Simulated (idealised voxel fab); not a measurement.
Title: Process Module voxel lift off
For reference, the cross-section in this document is cut, with width 210 nm and square cells of 5 nm.
Cross-section, as written here: a square-cell grid given band by band from the top down, where a band holds one or more rows of cells. Band: top and bottom heights (nm) first, top before bottom; then materials from left to right, widths in nm. "all across" marks a sole material filling the band edge to edge. "blank" denotes empty space. A quick word on heights: they are counted from 0, and under that level the wafer as it came to us is one material throughout. The lowest band is different from the rest in having no bottom; it simply continues downward, written as in "0 nm and below". When a width is written as two numbers, as in "30 to 40", the first number is the width in the top row of cells of the band and the second is the width in its bottom row, and the width changes by the same amount from each row to the next. Basically "nothing different" means that step didn't change any cell in the cross-section. Enclosed voids (no open way to top), threshold 8 cells or more, entry "Tabulated closed voids", notation width x height at distance, distance from left edge, nm. Text after the settings on a step's line: the simulator's own remark on that step. For masked steps, "overlay nm" on the step line gives how far right of plan the mask actually lay; a minus sign means it lay to the left. Quick note on how to read the rest: it's all pairs. You get the cross-section before a process step and the one after, but the after one only goes down as far as the lowest band that changed. The step in between, with its settings, sits under the pair. Heads up, the pairs can come from different runs of this module on the same starting wafer, so don't assume a pair picks up from the one above unless its "Ex-ante state" entry says it does.
-- Ex-ante state
	0 nm and below: Si all across
	Tabulated closed voids: none
-- Resulting Cross-Section
	10 nm to 0 nm: SiO2 all across
	Note: structure below 0 unchanged.
	Tabulated closed voids: none
What was done to get from the before section above to the after section? CONFORMAL_DEP | material SiO2 | thk nm 10
Ex-ante state: the wafer arrives at this step looking as the after cross-section in the pair just above shows it.
-- Resulting Cross-Section
	30 nm to 10 nm: resist 75 nm, blank 20 nm, resist 15 nm, blank 20 nm, resist 80 nm
	Note: structure below 10 unchanged.
	Tabulated closed voids: none
What was done to get from the before section above to the after section? PATTERN | tone open | mask id LINES | material resist | width nm 20 | pitch nm 35 | thk nm 20 | overlay nm 0
Ex-ante state: the wafer arrives at this step looking as the after cross-section in the pair just above shows it.
-- Resulting Cross-Section
	40 nm to 30 nm: Ru 75 nm, blank 20 nm, Ru 15 nm, blank 20 nm, Ru 80 nm
	30 nm to 20 nm: resist 75 nm, blank 20 nm, resist 15 nm, blank 20 nm, resist 80 nm
	20 nm to 10 nm: resist 75 nm, Ru 20 nm, resist 15 nm, Ru 20 nm, resist 80 nm
	Note: structure below 10 unchanged.
	Tabulated closed voids: none
What was done to get from the before section above to the after section? DIRECTIONAL_DEP | material Ru | thk nm 10
Ex-ante state: the wafer arrives at this step looking as the after cross-section in the pair just above shows it.
-- Resulting Cross-Section
	20 nm to 10 nm: blank 75 nm, Ru 20 nm, blank 15 nm, Ru 20 nm, blank 80 nm
	Note: structure below 10 unchanged.
	Tabulated closed voids: none
What was done to get from the before section above to the after section? STRIP | etch materials resist
Ex-ante state: the wafer arrives at this step looking as the after cross-section in the pair just above shows it.
-- Resulting Cross-Section
	25 nm to 20 nm: blank 70 nm, SiN 30 nm, blank 5 nm, SiN 30 nm, blank 75 nm
	20 nm to 15 nm: blank 70 nm, SiN 5 nm, Ru 20 nm, SiN 5 nm, blank 5 nm, SiN 5 nm, Ru 20 nm, SiN 5 nm, blank 75 nm
	15 nm to 10 nm: SiN 75 nm, Ru 20 nm, SiN 15 nm, Ru 20 nm, SiN 80 nm
	Note: structure below 10 unchanged.
	Tabulated closed voids: none
What was done to get from the before section above to the after section? CONFORMAL_DEP | material SiN | thk nm 5
-- Ex-ante state
	0 nm and below: Si all across
	Tabulated closed voids: none
-- Resulting Cross-Section
	20 nm to 0 nm: resist 75 nm, blank 20 nm, resist 15 nm, blank 20 nm, resist 80 nm
	Note: structure below 0 unchanged.
	Tabulated closed voids: none
What was done to get from the before section above to the after section? PATTERN | tone open | mask id LINES | material resist | width nm 20 | pitch nm 35 | thk nm 20 | overlay nm 0
Ex-ante state: the wafer arrives at this step looking as the after cross-section in the pair just above shows it.
-- Resulting Cross-Section
	30 nm to 20 nm: Ru 75 nm, blank 20 nm, Ru 15 nm, blank 20 nm, Ru 80 nm
	20 nm to 10 nm: resist 75 nm, blank 20 nm, resist 15 nm, blank 20 nm, resist 80 nm
	10 nm to 0 nm: resist 75 nm, Ru 20 nm, resist 15 nm, Ru 20 nm, resist 80 nm
	Note: structure below 0 unchanged.
	Tabulated closed voids: none
What was done to get from the before section above to the after section? DIRECTIONAL_DEP | material Ru | thk nm 10
Ex-ante state: the wafer arrives at this step looking as the after cross-section in the pair just above shows it.
-- Resulting Cross-Section
	10 nm to 0 nm: blank 75 nm, Ru 20 nm, blank 15 nm, Ru 20 nm, blank 80 nm
	Note: structure below 0 unchanged.
	Tabulated closed voids: none
What was done to get from the before section above to the after section? STRIP | etch materials resist
Ex-ante state: the wafer arrives at this step looking as the after cross-section in the pair just above shows it.
-- Resulting Cross-Section
	15 nm to 10 nm: blank 70 nm, SiN 30 nm, blank 5 nm, SiN 30 nm, blank 75 nm
	10 nm to 5 nm: blank 70 nm, SiN 5 nm, Ru 20 nm, SiN 5 nm, blank 5 nm, SiN 5 nm, Ru 20 nm, SiN 5 nm, blank 75 nm
	5 nm to 0 nm: SiN 75 nm, Ru 20 nm, SiN 15 nm, Ru 20 nm, SiN 80 nm
	Note: structure below 0 unchanged.
	Tabulated closed voids: none
What was done to get from the before section above to the after section? CONFORMAL_DEP | material SiN | thk nm 5
-- Ex-ante state
	0 nm and below: Si all across
	Tabulated closed voids: none
-- Resulting Cross-Section
	15 nm to 0 nm: SiO2 all across
	Note: structure below 0 unchanged.
	Tabulated closed voids: none
What was done to get from the before section above to the after section? CONFORMAL_DEP | material SiO2 | thk nm 15
Ex-ante state: the wafer arrives at this step looking as the after cross-section in the pair just above shows it.
-- Resulting Cross-Section
	35 nm to 15 nm: resist 75 nm, blank 20 nm, resist 15 nm, blank 20 nm, resist 80 nm
	Note: structure below 15 unchanged.
	Tabulated closed voids: none
What was done to get from the before section above to the after section? PATTERN | tone open | mask id LINES | material resist | width nm 20 | pitch nm 35 | thk nm 20 | overlay nm 0
Ex-ante state: the wafer arrives at this step looking as the after cross-section in the pair just above shows it.
-- Resulting Cross-Section
	45 nm to 35 nm: Ru 75 nm, blank 20 nm, Ru 15 nm, blank 20 nm, Ru 80 nm
	35 nm to 25 nm: resist 75 nm, blank 20 nm, resist 15 nm, blank 20 nm, resist 80 nm
	25 nm to 15 nm: resist 75 nm, Ru 20 nm, resist 15 nm, Ru 20 nm, resist 80 nm
	Note: structure below 15 unchanged.
	Tabulated closed voids: none
What was done to get from the before section above to the after section? DIRECTIONAL_DEP | material Ru | thk nm 10
Ex-ante state: the wafer arrives at this step looking as the after cross-section in the pair just above shows it.
-- Resulting Cross-Section
	25 nm to 15 nm: blank 75 nm, Ru 20 nm, blank 15 nm, Ru 20 nm, blank 80 nm
	Note: structure below 15 unchanged.
	Tabulated closed voids: none
What was done to get from the before section above to the after section? STRIP | etch materials resist
Ex-ante state: the wafer arrives at this step looking as the after cross-section in the pair just above shows it.
-- Resulting Cross-Section
	30 nm to 25 nm: blank 70 nm, SiN 30 nm, blank 5 nm, SiN 30 nm, blank 75 nm
	25 nm to 20 nm: blank 70 nm, SiN 5 nm, Ru 20 nm, SiN 5 nm, blank 5 nm, SiN 5 nm, Ru 20 nm, SiN 5 nm, blank 75 nm
	20 nm to 15 nm: SiN 75 nm, Ru 20 nm, SiN 15 nm, Ru 20 nm, SiN 80 nm
	Note: structure below 15 unchanged.
	Tabulated closed voids: none
What was done to get from the before section above to the after section? CONFORMAL_DEP | material SiN | thk nm 5
-- Ex-ante state
	10 nm to 0 nm: SiO2 all across
	0 nm and below: Si all across
	Tabulated closed voids: none
-- Resulting Cross-Section
	30 nm to 10 nm: resist 80 nm, blank 15 nm, resist 20 nm, blank 15 nm, resist 80 nm
	Note: structure below 10 unchanged.
	Tabulated closed voids: none
What was done to get from the before section above to the after section? PATTERN | tone open | mask id LINES | material resist | width nm 15 | pitch nm 35 | thk nm 20 | overlay nm 0
Ex-ante state: the wafer arrives at this step looking as the after cross-section in the pair just above shows it.
-- Resulting Cross-Section
	40 nm to 30 nm: Ru 80 nm, blank 15 nm, Ru 20 nm, blank 15 nm, Ru 80 nm
	30 nm to 20 nm: resist 80 nm, blank 15 nm, resist 20 nm, blank 15 nm, resist 80 nm
	20 nm to 10 nm: resist 80 nm, Ru 15 nm, resist 20 nm, Ru 15 nm, resist 80 nm
	Note: structure below 10 unchanged.
	Tabulated closed voids: none
What was done to get from the before section above to the after section? DIRECTIONAL_DEP | material Ru | thk nm 10
Ex-ante state: the wafer arrives at this step looking as the after cross-section in the pair just above shows it.
-- Resulting Cross-Section
	20 nm to 10 nm: blank 80 nm, Ru 15 nm, blank 20 nm, Ru 15 nm, blank 80 nm
	Note: structure below 10 unchanged.
	Tabulated closed voids: none
What was done to get from the before section above to the after section? STRIP | etch materials resist
Ex-ante state: the wafer arrives at this step looking as the after cross-section in the pair just above shows it.
-- Resulting Cross-Section
	25 nm to 20 nm: blank 75 nm, SiN 25 nm, blank 10 nm, SiN 25 nm, blank 75 nm
	20 nm to 15 nm: blank 75 nm, SiN 5 nm, Ru 15 nm, SiN 5 nm, blank 10 nm, SiN 5 nm, Ru 15 nm, SiN 5 nm, blank 75 nm
	15 nm to 10 nm: SiN 80 nm, Ru 15 nm, SiN 20 nm, Ru 15 nm, SiN 80 nm
	Note: structure below 10 unchanged.
	Tabulated closed voids: none
What was done to get from the before section above to the after section? CONFORMAL_DEP | material SiN | thk nm 5
-- Ex-ante state
	10 nm to 0 nm: SiO2 all across
	0 nm and below: Si all across
	Tabulated closed voids: none
-- Resulting Cross-Section
	30 nm to 10 nm: resist 65 nm, blank 20 nm, resist 15 nm, blank 20 nm, resist 90 nm
	Note: structure below 10 unchanged.
	Tabulated closed voids: none
What was done to get from the before section above to the after section? PATTERN | tone open | mask id LINES | material resist | width nm 20 | pitch nm 35 | thk nm 20 | overlay nm -10
Ex-ante state: the wafer arrives at this step looking as the after cross-section in the pair just above shows it.
-- Resulting Cross-Section
	40 nm to 30 nm: Ru 65 nm, blank 20 nm, Ru 15 nm, blank 20 nm, Ru 90 nm
	30 nm to 20 nm: resist 65 nm, blank 20 nm, resist 15 nm, blank 20 nm, resist 90 nm
	20 nm to 10 nm: resist 65 nm, Ru 20 nm, resist 15 nm, Ru 20 nm, resist 90 nm
	Note: structure below 10 unchanged.
	Tabulated closed voids: none
What was done to get from the before section above to the after section? DIRECTIONAL_DEP | material Ru | thk nm 10
Ex-ante state: the wafer arrives at this step looking as the after cross-section in the pair just above shows it.
-- Resulting Cross-Section
	20 nm to 10 nm: blank 65 nm, Ru 20 nm, blank 15 nm, Ru 20 nm, blank 90 nm
	Note: structure below 10 unchanged.
	Tabulated closed voids: none
What was done to get from the before section above to the after section? STRIP | etch materials resist
Ex-ante state: the wafer arrives at this step looking as the after cross-section in the pair just above shows it.
-- Resulting Cross-Section
	25 nm to 20 nm: blank 60 nm, SiN 30 nm, blank 5 nm, SiN 30 nm, blank 85 nm
	20 nm to 15 nm: blank 60 nm, SiN 5 nm, Ru 20 nm, SiN 5 nm, blank 5 nm, SiN 5 nm, Ru 20 nm, SiN 5 nm, blank 85 nm
	15 nm to 10 nm: SiN 65 nm, Ru 20 nm, SiN 15 nm, Ru 20 nm, SiN 90 nm
	Note: structure below 10 unchanged.
	Tabulated closed voids: none
What was done to get from the before section above to the after section? CONFORMAL_DEP | material SiN | thk nm 5
-- Ex-ante state
	20 nm to 10 nm: blank 75 nm, Ru 20 nm, blank 15 nm, Ru 20 nm, blank 80 nm
	10 nm to 0 nm: SiO2 all across
	0 nm and below: Si all across
	Tabulated closed voids: none
-- Resulting Cross-Section
	25 nm to 15 nm: blank 70 nm, Ru 30 nm, blank 5 nm, Ru 30 nm, blank 75 nm
	15 nm to 10 nm: Ru all across
	Note: structure below 10 unchanged.
	Tabulated closed voids: none
What was done to get from the before section above to the after section? CONFORMAL_DEP | material Ru | thk nm 5
-- Ex-ante state
	10 nm to 0 nm: SiO2 all across
	0 nm and below: Si all across
	Tabulated closed voids: none
-- Resulting Cross-Section
	30 nm to 10 nm: blank 75 nm, resist 20 nm, blank 15 nm, resist 20 nm, blank 80 nm
	Note: structure below 10 unchanged.
	Tabulated closed voids: none
What was done to get from the before section above to the after section? PATTERN | tone cover | mask id LINES | material resist | width nm 20 | pitch nm 35 | thk nm 20 | overlay nm 0
Ex-ante state: the wafer arrives at this step looking as the after cross-section in the pair just above shows it.
-- Resulting Cross-Section
	40 nm to 30 nm: blank 75 nm, Ru 20 nm, blank 15 nm, Ru 20 nm, blank 80 nm
	30 nm to 20 nm: blank 75 nm, resist 20 nm, blank 15 nm, resist 20 nm, blank 80 nm
	20 nm to 10 nm: Ru 75 nm, resist 20 nm, Ru 15 nm, resist 20 nm, Ru 80 nm
	Note: structure below 10 unchanged.
	Tabulated closed voids: none
What was done to get from the before section above to the after section? DIRECTIONAL_DEP | material Ru | thk nm 10
Ex-ante state: the wafer arrives at this step looking as the after cross-section in the pair just above shows it.
-- Resulting Cross-Section
	20 nm to 10 nm: Ru 75 nm, blank 20 nm, Ru 15 nm, blank 20 nm, Ru 80 nm
	Note: structure below 10 unchanged.
	Tabulated closed voids: none
What was done to get from the before section above to the after section? STRIP | etch materials resist
Ex-ante state: the wafer arrives at this step looking as the after cross-section in the pair just above shows it.
-- Resulting Cross-Section
	25 nm to 20 nm: SiN 80 nm, blank 10 nm, SiN 25 nm, blank 10 nm, SiN 85 nm
	20 nm to 15 nm: Ru 75 nm, SiN 5 nm, blank 10 nm, SiN 5 nm, Ru 15 nm, SiN 5 nm, blank 10 nm, SiN 5 nm, Ru 80 nm
	15 nm to 10 nm: Ru 75 nm, SiN 20 nm, Ru 15 nm, SiN 20 nm, Ru 80 nm
	Note: structure below 10 unchanged.
	Tabulated closed voids: none
What was done to get from the before section above to the after section? CONFORMAL_DEP | material SiN | thk nm 5
